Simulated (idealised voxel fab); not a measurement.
Process module under the name voxel spacer lines
The figure presents cross-section cut, which has a width of 185 nm and is divided into square cells with an edge length of 5 nm.
A cross-section is written here as square cells arranged in a grid, and it is given in bands from the top down, each band taking up one or more rows of cells. The band entry comprises the height of the band's top followed by the height of its bottom, expressed in nm, and subsequently the band's materials from left to right, each stated together with its width in nm. Where a single material is marked with the word "throughout", that material fills the band from edge to edge. The word "air" represents empty space. Basically, 0 is our baseline, since under it the wafer straight out of the box is all one material. The bottom band has no lower end and keeps on going down, so it looks like "0 nm and below". Width spec "30->40" -> top row of cells at first value, bottom row at second value, equal per-row change in between. Reading "remains unaltered" for a step: not a cell of the cross-section changed in it. "Enclosed internal voids" lists enclosed empty spaces (at least 8 cells, no open path upward to the top), each as width x height at distance from the left edge, in nm. Past the settings on a step's line: simulator remark, on that step. The setting "overlay nm" may be written on the line of a step. When the step uses a mask, the value reports how far to the right of the planned place the mask lay, and a negative value reports that it lay to the left.
Planned process steps:
1,RECEIVE,material Si
2,CONFORMAL_DEP,material Al2O3,thk nm 10
3,DIRECTIONAL_DEP,material SiN,thk nm 10
4,DIRECTIONAL_DEP,material polySi,thk nm 30
5,PATTERN,tone cover,mask id MANDREL,material resist,width nm 20,pitch nm 60,thk nm 40,overlay nm 0
6,DIRECTIONAL_ETCH,etch materials polySi,depth nm 30
7,STRIP,etch materials resist
8,CONFORMAL_DEP,material SiO2,thk nm 10
9,DIRECTIONAL_ETCH,etch materials SiO2,depth nm 10
10,STRIP,etch materials polySi
11,DIRECTIONAL_ETCH,etch materials SiN,depth nm 5
12,STRIP,etch materials SiO2
Wafer-to-wafer difference: depth nm, step 11. Common start. Plan = first wafer's value.
Received wafers, first of several: cross-section after step 1:
	0 nm and below = Si throughout
	Enclosed internal voids: none
Note: the following table is arranged by wafer, a row apiece. Each row reports the end-of-module state: per material, cells gained (+) or cells lost (-) compared with the wafer as received; closed voids follow:
depth nm 5 | +74 Al2O3 | +49 SiN | Enclosed internal voids: none
depth nm 10 | +74 Al2O3 | +24 SiN | Enclosed internal voids: none
depth nm 15 | +74 Al2O3 | +24 SiN | Enclosed internal voids: none
depth nm 20 | +74 Al2O3 | +24 SiN | Enclosed internal voids: none
depth nm 25 | +74 Al2O3 | +24 SiN | Enclosed internal voids: none
